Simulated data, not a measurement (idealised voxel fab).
voxel fin reveal: a process module
Cross-sectional view cut (width: 205 nm; square cell size: 5 nm).
In what follows, cross-sections appear as grids of square cells, described through bands that run from the top down, where every band is one or more rows of cells.
It is stipulated that each band's entry specify, in nanometres, the height of the top of the band and then that of its bottom, followed by the materials of the band in left-to-right sequence, each together with its width in nanometres. A single material marked by the word "edge to edge" is understood to fill the band from edge to edge; the word "blank" is understood to denote empty space.
It should be noted that heights are counted from 0, beneath which the wafer as supplied is of one material throughout, and that the lowest band possesses no lower boundary but continues downward, as written in "z 0 and below".
With a width like "30 to 40", each row of cells in the band differs from the next by the same amount, the top row carrying the first number and the bottom row the second.
The cross-section has no changed cell in any step marked "no change occurred".
"Closed empty spaces" lists enclosed empty spaces (at least 8 cells, no open path upward to the top), each as width x height at distance from the left edge, in nm.
after a step's settings: what the simulator itself notes on the step
overlay nm: on a step with a mask, how far right of its planned place the mask lay; negative means left.

# So here's the lineup of process steps we planned
1) RECEIVE with material Si
2) CONFORMAL_DEP with material SiN, thk nm 5
3) DIRECTIONAL_DEP with material aC, thk nm 10
4) PATTERN with tone cover, mask id FINS, material resist, width nm 15, pitch nm 40, thk nm 25, overlay nm 0
5) DIRECTIONAL_ETCH with etch materials aC, depth nm 10
6) STRIP with etch materials resist
7) DIRECTIONAL_ETCH with etch materials SiN, depth nm 5
8) DIRECTIONAL_ETCH with etch materials Si, depth nm 35
9) STRIP with etch materials aC
10) OXIDIZE with depth nm 5
11) FILL_DEP with material SiO2, thk nm 5
12) CMP with height nm 5
13) SELECTIVE_ETCH with etch materials SiO2, depth nm 15
14) STRIP with etch materials SiN
15) CONFORMAL_DEP with material SiO2, thk nm 5

# Wafer, first of two, run as planned

# Cross-section of the incoming wafer, state after step 1
  z 0 and below | Si edge to edge
  Closed empty spaces: none

# Cross-section: wafer state after step 2
  z 5 to 0 | SiN edge to edge
  Whatever lies below 0 is exactly as it was before.

# Cross-section: wafer state after step 3
  z 15 to 5 | aC edge to edge
  Whatever lies below 5 is exactly as it was before.

# Cross-section: wafer state after step 4
  z 40 to 15 | blank 35  resist 15  blank 25  resist 15  blank 25  resist 15  blank 25  resist 15  blank 35
  Whatever lies below 15 is exactly as it was before.

# Cross-section: wafer state after step 5
  z 30 to 15 | blank 35  resist 15  blank 25  resist 15  blank 25  resist 15  blank 25  resist 15  blank 35
  z 15 to 5 | blank 35  aC 15  blank 25  aC 15  blank 25  aC 15  blank 25  aC 15  blank 35
  Whatever lies below 5 is exactly as it was before.

# Cross-section: wafer state after step 6
  z 15 to 5 | blank 35  aC 15  blank 25  aC 15  blank 25  aC 15  blank 25  aC 15  blank 35
  Whatever lies below 5 is exactly as it was before.

# Cross-section: wafer state after step 7
  z 15 to 5 | blank 35  aC 15  blank 25  aC 15  blank 25  aC 15  blank 25  aC 15  blank 35
  z 5 to 0 | blank 35  SiN 15  blank 25  SiN 15  blank 25  SiN 15  blank 25  SiN 15  blank 35
  Whatever lies below 0 is exactly as it was before.

# Cross-section: wafer state after step 8
  z 15 to 5 | blank 35  aC 15  blank 25  aC 15  blank 25  aC 15  blank 25  aC 15  blank 35
  z 5 to 0 | blank 35  SiN 15  blank 25  SiN 15  blank 25  SiN 15  blank 25  SiN 15  blank 35
  z 0 to -35 | blank 35  Si 15  blank 25  Si 15  blank 25  Si 15  blank 25  Si 15  blank 35
  Whatever lies below -35 is exactly as it was before.

# Cross-section: wafer state after step 9
  z 5 to 0 | blank 35  SiN 15  blank 25  SiN 15  blank 25  SiN 15  blank 25  SiN 15  blank 35
  Whatever lies below 0 is exactly as it was before.

# Cross-section: wafer state after step 10
  z 5 to 0 | blank 35  SiN 15  blank 25  SiN 15  blank 25  SiN 15  blank 25  SiN 15  blank 35
  z 0 to -35 | blank 35  SiO2 5  Si 5  SiO2 5  blank 25  SiO2 5  Si 5  SiO2 5  blank 25  SiO2 5  Si 5  SiO2 5  blank 25  SiO2 5  Si 5  SiO2 5  blank 35
  z -35 to -40 | SiO2 40  Si 5  SiO2 35  Si 5  SiO2 35  Si 5  SiO2 35  Si 5  SiO2 40
  Whatever lies below -40 is exactly as it was before.

# Cross-section: wafer state after step 11
  z 10 to 5 | SiO2 edge to edge
  z 5 to 0 | SiO2 35  SiN 15  SiO2 25  SiN 15  SiO2 25  SiN 15  SiO2 25  SiN 15  SiO2 35
  z 0 to -40 | SiO2 40  Si 5  SiO2 35  Si 5  SiO2 35  Si 5  SiO2 35  Si 5  SiO2 40
  Whatever lies below -40 is exactly as it was before.

# Cross-section: wafer state after step 12
  z 5 to 0 | SiO2 35  SiN 15  SiO2 25  SiN 15  SiO2 25  SiN 15  SiO2 25  SiN 15  SiO2 35
  Whatever lies below 0 is exactly as it was before.

# Cross-section: wafer state after step 13
  z 5 to 0 | blank 35  SiN 15  blank 25  SiN 15  blank 25  SiN 15  blank 25  SiN 15  blank 35
  z 0 to -10 | blank 40  Si 5  blank 35  Si 5  blank 35  Si 5  blank 35  Si 5  blank 40
  Whatever lies below -10 is exactly as it was before.

# Cross-section: wafer state after step 14
  z 0 to -10 | blank 40  Si 5  blank 35  Si 5  blank 35  Si 5  blank 35  Si 5  blank 40
  Whatever lies below -10 is exactly as it was before.

# Cross-section: wafer state after step 15
  z 5 to 0 | blank 35  SiO2 15  blank 25  SiO2 15  blank 25  SiO2 15  blank 25  SiO2 15  blank 35
  z 0 to -5 | blank 35  SiO2 5  Si 5  SiO2 5  blank 25  SiO2 5  Si 5  SiO2 5  blank 25  SiO2 5  Si 5  SiO2 5  blank 25  SiO2 5  Si 5  SiO2 5  blank 35
  z -5 to -40 | SiO2 40  Si 5  SiO2 35  Si 5  SiO2 35  Si 5  SiO2 35  Si 5  SiO2 40
  Whatever lies below -40 is exactly as it was before.

# For the second wafer, take the first wafer's start and plan, then add one mistake made in running it; everything through step 3, that step included, is shared with the first

# Second wafer cross-section, taken as of the time the plan sets for step 4 to be done
  z 40 to 15 | resist 35  blank 15  resist 25  blank 15  resist 25  blank 15  resist 25  blank 15  resist 35
  Whatever lies below 15 is exactly as it was before.

# Second wafer cross-section, taken as of the time the plan sets for step 5 to be done
  z 30 to 15 | resist 35  blank 15  resist 25  blank 15  resist 25  blank 15  resist 25  blank 15  resist 35
  z 15 to 5 | aC 35  blank 15  aC 25  blank 15  aC 25  blank 15  aC 25  blank 15  aC 35
  Whatever lies below 5 is exactly as it was before.

# Second wafer cross-section, taken as of the time the plan sets for step 6 to be done
  z 15 to 5 | aC 35  blank 15  aC 25  blank 15  aC 25  blank 15  aC 25  blank 15  aC 35
  Whatever lies below 5 is exactly as it was before.

# Second wafer cross-section, taken as of the time the plan sets for step 7 to be done
  z 15 to 5 | aC 35  blank 15  aC 25  blank 15  aC 25  blank 15  aC 25  blank 15  aC 35
  z 5 to 0 | SiN 35  blank 15  SiN 25  blank 15  SiN 25  blank 15  SiN 25  blank 15  SiN 35
  Whatever lies below 0 is exactly as it was before.

# Second wafer cross-section, taken as of the time the plan sets for step 8 to be done
  z 15 to 5 | aC 35  blank 15  aC 25  blank 15  aC 25  blank 15  aC 25  blank 15  aC 35
  z 5 to 0 | SiN 35  blank 15  SiN 25  blank 15  SiN 25  blank 15  SiN 25  blank 15  SiN 35
  z 0 to -35 | Si 35  blank 15  Si 25  blank 15  Si 25  blank 15  Si 25  blank 15  Si 35
  Whatever lies below -35 is exactly as it was before.

# Second wafer cross-section, taken as of the time the plan sets for step 9 to be done
  z 5 to 0 | SiN 35  blank 15  SiN 25  blank 15  SiN 25  blank 15  SiN 25  blank 15  SiN 35
  Whatever lies below 0 is exactly as it was before.

# Second wafer cross-section, taken as of the time the plan sets for step 10 to be done
  z 5 to 0 | SiN 35  blank 15  SiN 25  blank 15  SiN 25  blank 15  SiN 25  blank 15  SiN 35
  z 0 to -35 | Si 30  SiO2 5  blank 15  SiO2 5  Si 15  SiO2 5  blank 15  SiO2 5  Si 15  SiO2 5  blank 15  SiO2 5  Si 15  SiO2 5  blank 15  SiO2 5  Si 30
  z -35 to -40 | Si 30  SiO2 25  Si 15  SiO2 25  Si 15  SiO2 25  Si 15  SiO2 25  Si 30
  Whatever lies below -40 is exactly as it was before.

# Second wafer cross-section, taken as of the time the plan sets for step 11 to be done
  z 10 to 5 | SiO2 edge to edge
  z 5 to 0 | SiN 35  SiO2 15  SiN 25  SiO2 15  SiN 25  SiO2 15  SiN 25  SiO2 15  SiN 35
  z 0 to -40 | Si 30  SiO2 25  Si 15  SiO2 25  Si 15  SiO2 25  Si 15  SiO2 25  Si 30
  Whatever lies below -40 is exactly as it was before.

# Second wafer cross-section, taken as of the time the plan sets for step 12 to be done
  z 5 to 0 | SiN 35  SiO2 15  SiN 25  SiO2 15  SiN 25  SiO2 15  SiN 25  SiO2 15  SiN 35
  Whatever lies below 0 is exactly as it was before.

# Second wafer cross-section, taken as of the time the plan sets for step 13 to be done
  z 5 to 0 | SiN 35  blank 15  SiN 25  blank 15  SiN 25  blank 15  SiN 25  blank 15  SiN 35
  z 0 to -10 | Si 30  blank 25  Si 15  blank 25  Si 15  blank 25  Si 15  blank 25  Si 30
  Whatever lies below -10 is exactly as it was before.

# Second wafer cross-section, taken as of the time the plan sets for step 14 to be done
  z 0 to -10 | Si 30  blank 25  Si 15  blank 25  Si 15  blank 25  Si 15  blank 25  Si 30
  Whatever lies below -10 is exactly as it was before.

# Second wafer cross-section, taken as of the time the plan sets for step 15 to be done
  z 5 to 0 | SiO2 35  blank 15  SiO2 25  blank 15  SiO2 25  blank 15  SiO2 25  blank 15  SiO2 35
  z 0 to -5 | Si 30  SiO2 5  blank 15  SiO2 5  Si 15  SiO2 5  blank 15  SiO2 5  Si 15  SiO2 5  blank 15  SiO2 5  Si 15  SiO2 5  blank 15  SiO2 5  Si 30
  z -5 to -40 | Si 30  SiO2 25  Si 15  SiO2 25  Si 15  SiO2 25  Si 15  SiO2 25  Si 30
  Whatever lies below -40 is exactly as it was before.
Deviation from plan: step 4, actual vs plan mismatch, actual run PATTERN with tone open, mask id FINS, material resist, width nm 15, pitch nm 40, thk nm 25, overlay nm 0
Looking at both finished wafers in cells, the second ends up ahead of or behind the first on some materials: +136 Si | -102 SiO2
